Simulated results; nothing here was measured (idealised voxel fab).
process module | voxel plated lines
cross-section cut | 265 nm wide | cells 5 nm
A cross-section is a grid of square cells, given in bands from the top down. A band is one or more rows of cells.
Each band's line starts with the height of the band's top and of its bottom, in nm. Then come its materials from left to right, each with its width in nm. One material with "throughout" fills the band from edge to edge. "air" is empty space.
Height 0 is the level under which the wafer as received is all one material. The lowest band goes on downwards, as in "0 down".
A width such as "30 to 40" changes by the same amount from each row of cells to the next, from the band's top row to its bottom row.
"no change" after a step means that no cell of the cross-section changed.
closed voids: empty space of 8 cells or more with no open way to the top, each as width x height at its distance from the left edge, in nm
after a step's settings: what the simulator itself notes on the step
overlay nm, on a step with a mask: how far to the right of its planned place the mask lay; to the left if negative
plan
1 op RECEIVE | material Si
2 op CONFORMAL_DEP | material SiO2 | thk nm 10
3 op DIRECTIONAL_DEP | material TiN | thk nm 5
4 op PATTERN | tone open | mask id LINES | material resist | width nm 30 | pitch nm 50 | thk nm 35 | overlay nm 0
5 op EPI | material Ru | thk nm 10
6 op EPI | material Ru | thk nm 10
7 op EPI | material Ru | thk nm 10
8 op STRIP | etch materials resist
9 op DIRECTIONAL_ETCH | etch materials TiN | depth nm 5
10 op CONFORMAL_DEP | material SiCN | thk nm 5
as received, after step 1
  0 down: Si throughout
  closed voids: none
first wafer at the end, as planned
  50 to 45: air 35 | SiCN 40 | air 10 | SiCN 40 | air 10 | SiCN 40 | air 10 | SiCN 40 | air 40
  45 to 15: air 35 | SiCN 5 | Ru 30 | SiCN 5 | air 10 | SiCN 5 | Ru 30 | SiCN 5 | air 10 | SiCN 5 | Ru 30 | SiCN 5 | air 10 | SiCN 5 | Ru 30 | SiCN 5 | air 40
  15 to 10: SiCN 40 | TiN 30 | SiCN 20 | TiN 30 | SiCN 20 | TiN 30 | SiCN 20 | TiN 30 | SiCN 45
  10 to 0: SiO2 throughout
  0 down: Si throughout
  closed voids: none
second wafer at the end: like start, like plan, one mistake
  20 to 15: SiCN throughout
  15 to 5: SiO2 throughout
  5 to 0: TiN throughout
  0 down: Si throughout
  closed voids: none
what went wrong: steps 2 and 3 were swapped
at the end the second wafer has, in cells: 144 fewer of Ru | 56 fewer of SiCN | 29 more of TiN
